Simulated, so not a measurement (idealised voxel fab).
process module | voxel ribs on slabs
cross-section cut | 225 nm wide | cells 5 nm
A cross-section is a grid of square cells, given in bands from the top down. A band is one or more rows of cells.
Each band's line starts with the height of the band's top and of its bottom, in nm. Then come its materials from left to right, each with its width in nm. One material with "throughout" fills the band from edge to edge. "air" is empty space.
Height 0 is the level under which the wafer as received is all one material. The lowest band goes on downwards, as in "0 down".
A width such as "30 to 40" changes by the same amount from each row of cells to the next, from the band's top row to its bottom row.
"no change" after a step means that no cell of the cross-section changed.
closed voids: empty space of 8 cells or more with no open way to the top, each as width x height at its distance from the left edge, in nm
after a step's settings: what the simulator itself notes on the step
overlay nm, on a step with a mask: how far to the right of its planned place the mask lay; to the left if negative
plan
1 op RECEIVE | material Si
2 op DIRECTIONAL_DEP | material SiO2 | thk nm 25
3 op DIRECTIONAL_DEP | material SiN | thk nm 20
4 op MASKED_ETCH | tone cover | mask id RIB | width nm 30 | etch materials SiN | depth nm 10 | overlay nm 0
5 op PATTERN | tone cover | mask id SLAB | material resist | width nm 80 | thk nm 20 | overlay nm 0
6 op DIRECTIONAL_ETCH | etch materials SiN | depth nm 10
7 op STRIP | etch materials resist
8 op FILL_DEP | material SiO2 | thk nm 20
9 op CMP | height nm 60
10 op DIRECTIONAL_DEP | material W | thk nm 10
11 op DIRECTIONAL_DEP | material aC | thk nm 15
12 op PATTERN | tone cover | mask id HEATER | material resist | width nm 40 | thk nm 30 | overlay nm 0
13 op DIRECTIONAL_ETCH | etch materials aC | depth nm 15
14 op STRIP | etch materials resist
15 op DIRECTIONAL_ETCH | etch materials W | depth nm 10
16 op STRIP | etch materials aC
17 op CONFORMAL_DEP | material SiN | thk nm 5
as received, after step 1
  0 down: Si throughout
  closed voids: none
first wafer at the end, as planned
  75 to 70: air 85 | SiN 50 | air 90
  70 to 65: air 85 | SiN 5 | W 40 | SiN 5 | air 90
  65 to 60: SiN 90 | W 40 | SiN 95
  60 to 45: SiO2 throughout
  45 to 35: SiO2 95 | SiN 30 | SiO2 100
  35 to 25: SiO2 70 | SiN 80 | SiO2 75
  25 to 0: SiO2 throughout
  0 down: Si throughout
  closed voids: none
second wafer at the end: like start, like plan, one mistake
  70 to 60: air 90 | W 40 | air 95
  60 to 45: SiO2 throughout
  45 to 35: SiO2 95 | SiN 30 | SiO2 100
  35 to 25: SiO2 70 | SiN 80 | SiO2 75
  25 to 0: SiO2 throughout
  0 down: Si throughout
  closed voids: none
what went wrong: step 17 was left out
at the end the second wafer has, in cells: 49 fewer of SiN
